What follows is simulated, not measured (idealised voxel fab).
process module | voxel transistor to metal
cross-section cut | 215 nm wide | cells 5 nm
A cross-section is a grid of square cells, given in bands from the top down. A band is one or more rows of cells.
Each band's line starts with the height of the band's top and of its bottom, in nm. Then come its materials from left to right, each with its width in nm. One material with "throughout" fills the band from edge to edge. "air" is empty space.
Height 0 is the level under which the wafer as received is all one material. The lowest band goes on downwards, as in "0 down".
A width such as "30 to 40" changes by the same amount from each row of cells to the next, from the band's top row to its bottom row.
"no change" after a step means that no cell of the cross-section changed.
closed voids: empty space of 8 cells or more with no open way to the top, each as width x height at its distance from the left edge, in nm
after a step's settings: what the simulator itself notes on the step
overlay nm, on a step with a mask: how far to the right of its planned place the mask lay; to the left if negative
plan
1 op RECEIVE | material Si
2 op CONFORMAL_DEP | material SiO2 | thk nm 5
3 op CONFORMAL_DEP | material SiN | thk nm 15
4 op MASKED_ETCH | tone cover | mask id ACTIVE | width nm 110 | etch materials SiN | depth nm 15 | overlay nm 0
5 op MASKED_ETCH | tone cover | mask id ACTIVE | width nm 110 | etch materials SiO2 | depth nm 5 | overlay nm 0
6 op MASKED_ETCH | tone cover | mask id ACTIVE | width nm 110 | etch materials Si | depth nm 25 | overlay nm 0
7 op OXIDIZE | depth nm 5
8 op FILL_DEP | material SiO2 | thk nm 15
9 op CMP | height nm 20
10 op SELECTIVE_ETCH | etch materials SiO2 | depth nm 15
11 op STRIP | etch materials SiN
12 op SELECTIVE_ETCH | etch materials SiO2 | depth nm 5
13 op OXIDIZE | depth nm 5
14 op DIRECTIONAL_DEP | material polySi | thk nm 30
15 op DIRECTIONAL_DEP | material SiCN | thk nm 15
16 op DIRECTIONAL_DEP | material aC | thk nm 15
17 op PATTERN | tone cover | mask id GATE | material resist | width nm 30 | thk nm 30 | overlay nm 0
18 op DIRECTIONAL_ETCH | etch materials aC | depth nm 15
19 op STRIP | etch materials resist
20 op DIRECTIONAL_ETCH | etch materials SiCN | depth nm 25
21 op DIRECTIONAL_ETCH | etch materials polySi | depth nm 40
22 op STRIP | etch materials aC
23 op CONFORMAL_DEP | material SiO2 | thk nm 5
24 op DIRECTIONAL_ETCH | etch materials SiO2 | depth nm 5
25 op CONFORMAL_DEP | material SiN | thk nm 5
26 op DIRECTIONAL_ETCH | etch materials SiN | depth nm 5
27 op DIRECTIONAL_ETCH | etch materials SiO2 | depth nm 5
28 op DIRECTIONAL_ETCH | etch materials Si | depth nm 5
29 op EPI | material pSi | thk nm 5
30 op FILL_DEP | material SiO2 | thk nm 5
31 op CMP | height nm 30
32 op STRIP | etch materials polySi
33 op SELECTIVE_ETCH | etch materials SiO2 | depth nm 5
34 op CONFORMAL_DEP | material HfO2 | thk nm 5
35 op CONFORMAL_DEP | material TiN | thk nm 5
36 op FILL_DEP | material W | thk nm 5
37 op CMP | height nm 25
38 op DIRECTIONAL_DEP | material SiO2 | thk nm 15
39 op DIRECTIONAL_DEP | material aC | thk nm 15
40 op PATTERN | tone open | mask id CONTACT | material resist | width nm 20 | pitch nm 80 | thk nm 30 | overlay nm 0
41 op DIRECTIONAL_ETCH | etch materials aC | depth nm 15
42 op STRIP | etch materials resist
43 op DIRECTIONAL_ETCH | etch materials SiO2 | depth nm 45
44 op STRIP | etch materials aC
45 op CONFORMAL_DEP | material TiN | thk nm 5
46 op FILL_DEP | material W | thk nm 10
47 op CMP | height nm 40
48 op DIRECTIONAL_DEP | material TiN | thk nm 5
49 op DIRECTIONAL_DEP | material Ru | thk nm 20
50 op DIRECTIONAL_DEP | material aC | thk nm 10
51 op PATTERN | tone cover | mask id METAL_1 | material resist | width nm 20 | pitch nm 80 | thk nm 25 | overlay nm 0
52 op DIRECTIONAL_ETCH | etch materials aC | depth nm 10
53 op STRIP | etch materials resist
54 op DIRECTIONAL_ETCH | etch materials Ru | depth nm 20
55 op DIRECTIONAL_ETCH | etch materials TiN | depth nm 5
56 op STRIP | etch materials aC
57 op CONFORMAL_DEP | material SiCN | thk nm 5
58 op FILL_DEP | material SiO2 | thk nm 10
59 op CMP | height nm 65
60 op CONFORMAL_DEP | material SiCN | thk nm 5
first wafer, as planned
as received, after step 1
  0 down: Si throughout
  closed voids: none
after step 2
  5 to 0: SiO2 throughout
  below 0: unchanged
after step 3
  20 to 5: SiN throughout
  below 5: unchanged
after step 4
  20 to 5: air 50 | SiN 110 | air 55
  below 5: unchanged
after step 5
  20 to 5: air 50 | SiN 110 | air 55
  5 to 0: air 50 | SiO2 110 | air 55
  below 0: unchanged
after step 6
  20 to 5: air 50 | SiN 110 | air 55
  5 to 0: air 50 | SiO2 110 | air 55
  0 to -25: air 50 | Si 110 | air 55
  below -25: unchanged
after step 7
  20 to 5: air 50 | SiN 110 | air 55
  5 to 0: air 50 | SiO2 110 | air 55
  0 to -25: air 50 | SiO2 5 | Si 100 | SiO2 5 | air 55
  -25 to -30: SiO2 55 | Si 100 | SiO2 60
  below -30: unchanged
after step 8
  35 to 20: SiO2 throughout
  20 to 5: SiO2 50 | SiN 110 | SiO2 55
  5 to 0: SiO2 throughout
  0 to -30: SiO2 55 | Si 100 | SiO2 60
  below -30: unchanged
after step 9
  20 to 5: SiO2 50 | SiN 110 | SiO2 55
  below 5: unchanged
after step 10
  20 to 5: air 50 | SiN 110 | air 55
  below 5: unchanged
after step 11
  5 to 0: SiO2 throughout
  below 0: unchanged
after step 12
  0 to -30: SiO2 55 | Si 100 | SiO2 60
  below -30: unchanged
after step 13
  0 to -5: SiO2 throughout
  below -5: unchanged
after step 14
  30 to 0: polySi throughout
  below 0: unchanged
after step 15
  45 to 30: SiCN throughout
  below 30: unchanged
after step 16
  60 to 45: aC throughout
  below 45: unchanged
after step 17
  90 to 60: air 90 | resist 30 | air 95
  below 60: unchanged
after step 18
  75 to 60: air 90 | resist 30 | air 95
  60 to 45: air 90 | aC 30 | air 95
  below 45: unchanged
after step 19
  60 to 45: air 90 | aC 30 | air 95
  below 45: unchanged
after step 20
  60 to 45: air 90 | aC 30 | air 95
  45 to 30: air 90 | SiCN 30 | air 95
  below 30: unchanged
after step 21
  60 to 45: air 90 | aC 30 | air 95
  45 to 30: air 90 | SiCN 30 | air 95
  30 to 0: air 90 | polySi 30 | air 95
  below 0: unchanged
after step 22
  45 to 30: air 90 | SiCN 30 | air 95
  below 30: unchanged
after step 23
  50 to 45: air 85 | SiO2 40 | air 90
  45 to 30: air 85 | SiO2 5 | SiCN 30 | SiO2 5 | air 90
  30 to 5: air 85 | SiO2 5 | polySi 30 | SiO2 5 | air 90
  5 to 0: SiO2 90 | polySi 30 | SiO2 95
  below 0: unchanged
after step 24
  45 to 30: air 85 | SiO2 5 | SiCN 30 | SiO2 5 | air 90
  30 to 0: air 85 | SiO2 5 | polySi 30 | SiO2 5 | air 90
  below 0: unchanged
after step 25
  50 to 45: air 80 | SiN 50 | air 85
  45 to 30: air 80 | SiN 5 | SiO2 5 | SiCN 30 | SiO2 5 | SiN 5 | air 85
  30 to 5: air 80 | SiN 5 | SiO2 5 | polySi 30 | SiO2 5 | SiN 5 | air 85
  5 to 0: SiN 85 | SiO2 5 | polySi 30 | SiO2 5 | SiN 90
  below 0: unchanged
after step 26
  45 to 30: air 80 | SiN 5 | SiO2 5 | SiCN 30 | SiO2 5 | SiN 5 | air 85
  30 to 0: air 80 | SiN 5 | SiO2 5 | polySi 30 | SiO2 5 | SiN 5 | air 85
  below 0: unchanged
after step 27
  45 to 40: air 80 | SiN 5 | air 5 | SiCN 30 | air 5 | SiN 5 | air 85
  40 to 30: air 80 | SiN 5 | SiO2 5 | SiCN 30 | SiO2 5 | SiN 5 | air 85
  30 to 0: air 80 | SiN 5 | SiO2 5 | polySi 30 | SiO2 5 | SiN 5 | air 85
  0 to -5: air 80 | SiO2 50 | air 85
  below -5: unchanged
after step 28
  45 to 40: air 80 | SiN 5 | air 5 | SiCN 30 | air 5 | SiN 5 | air 85
  40 to 30: air 80 | SiN 5 | SiO2 5 | SiCN 30 | SiO2 5 | SiN 5 | air 85
  30 to 0: air 80 | SiN 5 | SiO2 5 | polySi 30 | SiO2 5 | SiN 5 | air 85
  0 to -5: air 80 | SiO2 50 | air 85
  -5 to -10: SiO2 55 | air 25 | Si 50 | air 25 | SiO2 60
  below -10: unchanged
after step 29
  45 to 40: air 80 | SiN 5 | air 5 | SiCN 30 | air 5 | SiN 5 | air 85
  40 to 30: air 80 | SiN 5 | SiO2 5 | SiCN 30 | SiO2 5 | SiN 5 | air 85
  30 to 0: air 80 | SiN 5 | SiO2 5 | polySi 30 | SiO2 5 | SiN 5 | air 85
  0 to -5: air 75 | pSi 5 | SiO2 50 | pSi 5 | air 80
  -5 to -10: SiO2 55 | pSi 25 | Si 50 | pSi 25 | SiO2 60
  below -10: unchanged
after step 30
  50 to 45: SiO2 throughout
  45 to 30: SiO2 80 | SiN 5 | SiO2 5 | SiCN 30 | SiO2 5 | SiN 5 | SiO2 85
  30 to 0: SiO2 80 | SiN 5 | SiO2 5 | polySi 30 | SiO2 5 | SiN 5 | SiO2 85
  0 to -5: SiO2 75 | pSi 5 | SiO2 50 | pSi 5 | SiO2 80
  below -5: unchanged
after step 31
  30 to 0: SiO2 80 | SiN 5 | SiO2 5 | polySi 30 | SiO2 5 | SiN 5 | SiO2 85
  below 0: unchanged
after step 32
  30 to 0: SiO2 80 | SiN 5 | SiO2 5 | air 30 | SiO2 5 | SiN 5 | SiO2 85
  below 0: unchanged
after step 33
  30 to 25: air 80 | SiN 5 | air 40 | SiN 5 | air 85
  25 to 0: SiO2 80 | SiN 5 | air 40 | SiN 5 | SiO2 85
  0 to -5: SiO2 75 | pSi 5 | SiO2 5 | air 40 | SiO2 5 | pSi 5 | SiO2 80
  below -5: unchanged
after step 34
  35 to 30: air 75 | HfO2 15 | air 30 | HfO2 15 | air 80
  30 to 25: HfO2 80 | SiN 5 | HfO2 5 | air 30 | HfO2 5 | SiN 5 | HfO2 85
  25 to 0: SiO2 80 | SiN 5 | HfO2 5 | air 30 | HfO2 5 | SiN 5 | SiO2 85
  0 to -5: SiO2 75 | pSi 5 | SiO2 5 | HfO2 40 | SiO2 5 | pSi 5 | SiO2 80
  below -5: unchanged
after step 35
  40 to 35: air 70 | TiN 25 | air 20 | TiN 25 | air 75
  35 to 30: TiN 75 | HfO2 15 | TiN 5 | air 20 | TiN 5 | HfO2 15 | TiN 80
  30 to 25: HfO2 80 | SiN 5 | HfO2 5 | TiN 5 | air 20 | TiN 5 | HfO2 5 | SiN 5 | HfO2 85
  25 to 5: SiO2 80 | SiN 5 | HfO2 5 | TiN 5 | air 20 | TiN 5 | HfO2 5 | SiN 5 | SiO2 85
  5 to 0: SiO2 80 | SiN 5 | HfO2 5 | TiN 30 | HfO2 5 | SiN 5 | SiO2 85
  below 0: unchanged
after step 36
  45 to 40: W throughout
  40 to 35: W 70 | TiN 25 | W 20 | TiN 25 | W 75
  35 to 30: TiN 75 | HfO2 15 | TiN 5 | W 20 | TiN 5 | HfO2 15 | TiN 80
  30 to 25: HfO2 80 | SiN 5 | HfO2 5 | TiN 5 | W 20 | TiN 5 | HfO2 5 | SiN 5 | HfO2 85
  25 to 5: SiO2 80 | SiN 5 | HfO2 5 | TiN 5 | W 20 | TiN 5 | HfO2 5 | SiN 5 | SiO2 85
  below 5: unchanged
after step 37
  25 to 5: SiO2 80 | SiN 5 | HfO2 5 | TiN 5 | W 20 | TiN 5 | HfO2 5 | SiN 5 | SiO2 85
  below 5: unchanged
after step 38
  40 to 25: SiO2 throughout
  below 25: unchanged
after step 39
  55 to 40: aC throughout
  below 40: unchanged
after step 40
  85 to 55: resist 55 | air 20 | resist 60 | air 20 | resist 60
  below 55: unchanged
after step 41
  70 to 55: resist 55 | air 20 | resist 60 | air 20 | resist 60
  55 to 40: aC 55 | air 20 | aC 60 | air 20 | aC 60
  below 40: unchanged
after step 42
  55 to 40: aC 55 | air 20 | aC 60 | air 20 | aC 60
  below 40: unchanged
after step 43
  55 to 40: aC 55 | air 20 | aC 60 | air 20 | aC 60
  40 to 25: SiO2 55 | air 20 | SiO2 60 | air 20 | SiO2 60
  25 to 5: SiO2 55 | air 20 | SiO2 5 | SiN 5 | HfO2 5 | TiN 5 | W 20 | TiN 5 | HfO2 5 | SiN 5 | SiO2 5 | air 20 | SiO2 60
  5 to 0: SiO2 55 | air 20 | SiO2 5 | SiN 5 | HfO2 5 | TiN 30 | HfO2 5 | SiN 5 | SiO2 5 | air 20 | SiO2 60
  0 to -5: SiO2 55 | air 20 | pSi 5 | SiO2 5 | HfO2 40 | SiO2 5 | pSi 5 | air 20 | SiO2 60
  below -5: unchanged
after step 44
  40 to 25: SiO2 55 | air 20 | SiO2 60 | air 20 | SiO2 60
  below 25: unchanged
after step 45
  45 to 40: TiN 60 | air 10 | TiN 70 | air 10 | TiN 65
  40 to 25: SiO2 55 | TiN 5 | air 10 | TiN 5 | SiO2 60 | TiN 5 | air 10 | TiN 5 | SiO2 60
  25 to 5: SiO2 55 | TiN 5 | air 10 | TiN 5 | SiO2 5 | SiN 5 | HfO2 5 | TiN 5 | W 20 | TiN 5 | HfO2 5 | SiN 5 | SiO2 5 | TiN 5 | air 10 | TiN 5 | SiO2 60
  5 to 0: SiO2 55 | TiN 5 | air 10 | TiN 5 | SiO2 5 | SiN 5 | HfO2 5 | TiN 30 | HfO2 5 | SiN 5 | SiO2 5 | TiN 5 | air 10 | TiN 5 | SiO2 60
  0 to -5: SiO2 55 | TiN 20 | pSi 5 | SiO2 5 | HfO2 40 | SiO2 5 | pSi 5 | TiN 20 | SiO2 60
  below -5: unchanged
after step 46
  55 to 45: W throughout
  45 to 40: TiN 60 | W 10 | TiN 70 | W 10 | TiN 65
  40 to 25: SiO2 55 | TiN 5 | W 10 | TiN 5 | SiO2 60 | TiN 5 | W 10 | TiN 5 | SiO2 60
  25 to 5: SiO2 55 | TiN 5 | W 10 | TiN 5 | SiO2 5 | SiN 5 | HfO2 5 | TiN 5 | W 20 | TiN 5 | HfO2 5 | SiN 5 | SiO2 5 | TiN 5 | W 10 | TiN 5 | SiO2 60
  5 to 0: SiO2 55 | TiN 5 | W 10 | TiN 5 | SiO2 5 | SiN 5 | HfO2 5 | TiN 30 | HfO2 5 | SiN 5 | SiO2 5 | TiN 5 | W 10 | TiN 5 | SiO2 60
  below 0: unchanged
after step 47
  40 to 25: SiO2 55 | TiN 5 | W 10 | TiN 5 | SiO2 60 | TiN 5 | W 10 | TiN 5 | SiO2 60
  below 25: unchanged
after step 48
  45 to 40: TiN throughout
  below 40: unchanged
after step 49
  65 to 45: Ru throughout
  below 45: unchanged
after step 50
  75 to 65: aC throughout
  below 65: unchanged
after step 51
  100 to 75: air 55 | resist 20 | air 60 | resist 20 | air 60
  below 75: unchanged
after step 52
  90 to 75: air 55 | resist 20 | air 60 | resist 20 | air 60
  75 to 65: air 55 | aC 20 | air 60 | aC 20 | air 60
  below 65: unchanged
after step 53
  75 to 65: air 55 | aC 20 | air 60 | aC 20 | air 60
  below 65: unchanged
after step 54
  75 to 65: air 55 | aC 20 | air 60 | aC 20 | air 60
  65 to 45: air 55 | Ru 20 | air 60 | Ru 20 | air 60
  below 45: unchanged
after step 55
  75 to 65: air 55 | aC 20 | air 60 | aC 20 | air 60
  65 to 45: air 55 | Ru 20 | air 60 | Ru 20 | air 60
  45 to 40: air 55 | TiN 20 | air 60 | TiN 20 | air 60
  below 40: unchanged
after step 56
  65 to 45: air 55 | Ru 20 | air 60 | Ru 20 | air 60
  below 45: unchanged
after step 57
  70 to 65: air 50 | SiCN 30 | air 50 | SiCN 30 | air 55
  65 to 45: air 50 | SiCN 5 | Ru 20 | SiCN 5 | air 50 | SiCN 5 | Ru 20 | SiCN 5 | air 55
  45 to 40: SiCN 55 | TiN 20 | SiCN 60 | TiN 20 | SiCN 60
  below 40: unchanged
after step 58
  80 to 70: SiO2 throughout
  70 to 65: SiO2 50 | SiCN 30 | SiO2 50 | SiCN 30 | SiO2 55
  65 to 45: SiO2 50 | SiCN 5 | Ru 20 | SiCN 5 | SiO2 50 | SiCN 5 | Ru 20 | SiCN 5 | SiO2 55
  below 45: unchanged
after step 59
  65 to 45: SiO2 50 | SiCN 5 | Ru 20 | SiCN 5 | SiO2 50 | SiCN 5 | Ru 20 | SiCN 5 | SiO2 55
  below 45: unchanged
after step 60
  70 to 65: SiCN throughout
  below 65: unchanged
second wafer: like start, like plan, one mistake. Through step 36 it matches the first wafer
when step 37 should have ended: no change
when step 38 should have ended
  60 to 45: SiO2 throughout
  below 45: unchanged
when step 39 should have ended
  75 to 60: aC throughout
  below 60: unchanged
when step 40 should have ended
  105 to 75: resist 55 | air 20 | resist 60 | air 20 | resist 60
  below 75: unchanged
when step 41 should have ended
  90 to 75: resist 55 | air 20 | resist 60 | air 20 | resist 60
  75 to 60: aC 55 | air 20 | aC 60 | air 20 | aC 60
  below 60: unchanged
when step 42 should have ended
  75 to 60: aC 55 | air 20 | aC 60 | air 20 | aC 60
  below 60: unchanged
when step 43 should have ended
  75 to 60: aC 55 | air 20 | aC 60 | air 20 | aC 60
  60 to 45: SiO2 55 | air 20 | SiO2 60 | air 20 | SiO2 60
  below 45: unchanged
when step 44 should have ended
  60 to 45: SiO2 55 | air 20 | SiO2 60 | air 20 | SiO2 60
  below 45: unchanged
when step 45 should have ended
  65 to 60: TiN 60 | air 10 | TiN 70 | air 10 | TiN 65
  60 to 50: SiO2 55 | TiN 5 | air 10 | TiN 5 | SiO2 60 | TiN 5 | air 10 | TiN 5 | SiO2 60
  50 to 45: SiO2 55 | TiN 20 | SiO2 60 | TiN 20 | SiO2 60
  below 45: unchanged
when step 46 should have ended
  75 to 65: W throughout
  65 to 60: TiN 60 | W 10 | TiN 70 | W 10 | TiN 65
  60 to 50: SiO2 55 | TiN 5 | W 10 | TiN 5 | SiO2 60 | TiN 5 | W 10 | TiN 5 | SiO2 60
  below 50: unchanged
when step 47 should have ended
  40 to 35: W 70 | TiN 25 | W 20 | TiN 25 | W 75
  below 35: unchanged
when step 48 should have ended
  45 to 40: TiN throughout
  below 40: unchanged
when step 49 should have ended
  65 to 45: Ru throughout
  below 45: unchanged
when step 50 should have ended
  75 to 65: aC throughout
  below 65: unchanged
when step 51 should have ended
  100 to 75: air 55 | resist 20 | air 60 | resist 20 | air 60
  below 75: unchanged
when step 52 should have ended
  90 to 75: air 55 | resist 20 | air 60 | resist 20 | air 60
  75 to 65: air 55 | aC 20 | air 60 | aC 20 | air 60
  below 65: unchanged
when step 53 should have ended
  75 to 65: air 55 | aC 20 | air 60 | aC 20 | air 60
  below 65: unchanged
when step 54 should have ended
  75 to 65: air 55 | aC 20 | air 60 | aC 20 | air 60
  65 to 45: air 55 | Ru 20 | air 60 | Ru 20 | air 60
  below 45: unchanged
when step 55 should have ended
  75 to 65: air 55 | aC 20 | air 60 | aC 20 | air 60
  65 to 45: air 55 | Ru 20 | air 60 | Ru 20 | air 60
  45 to 40: air 55 | TiN 20 | air 60 | TiN 20 | air 60
  below 40: unchanged
when step 56 should have ended
  65 to 45: air 55 | Ru 20 | air 60 | Ru 20 | air 60
  below 45: unchanged
when step 57 should have ended
  70 to 65: air 50 | SiCN 30 | air 50 | SiCN 30 | air 55
  65 to 45: air 50 | SiCN 5 | Ru 20 | SiCN 5 | air 50 | SiCN 5 | Ru 20 | SiCN 5 | air 55
  45 to 40: SiCN 55 | TiN 20 | SiCN 60 | TiN 20 | SiCN 60
  below 40: unchanged
when step 58 should have ended
  80 to 70: SiO2 throughout
  70 to 65: SiO2 50 | SiCN 30 | SiO2 50 | SiCN 30 | SiO2 55
  65 to 45: SiO2 50 | SiCN 5 | Ru 20 | SiCN 5 | SiO2 50 | SiCN 5 | Ru 20 | SiCN 5 | SiO2 55
  below 45: unchanged
when step 59 should have ended
  65 to 45: SiO2 50 | SiCN 5 | Ru 20 | SiCN 5 | SiO2 50 | SiCN 5 | Ru 20 | SiCN 5 | SiO2 55
  below 45: unchanged
when step 60 should have ended
  70 to 65: SiCN throughout
  below 65: unchanged
what went wrong: step 37 was left out
at the end the second wafer has, in cells: 41 more of HfO2 | 2 more of SiN | 57 fewer of SiO2 | 5 more of TiN | 9 more of W
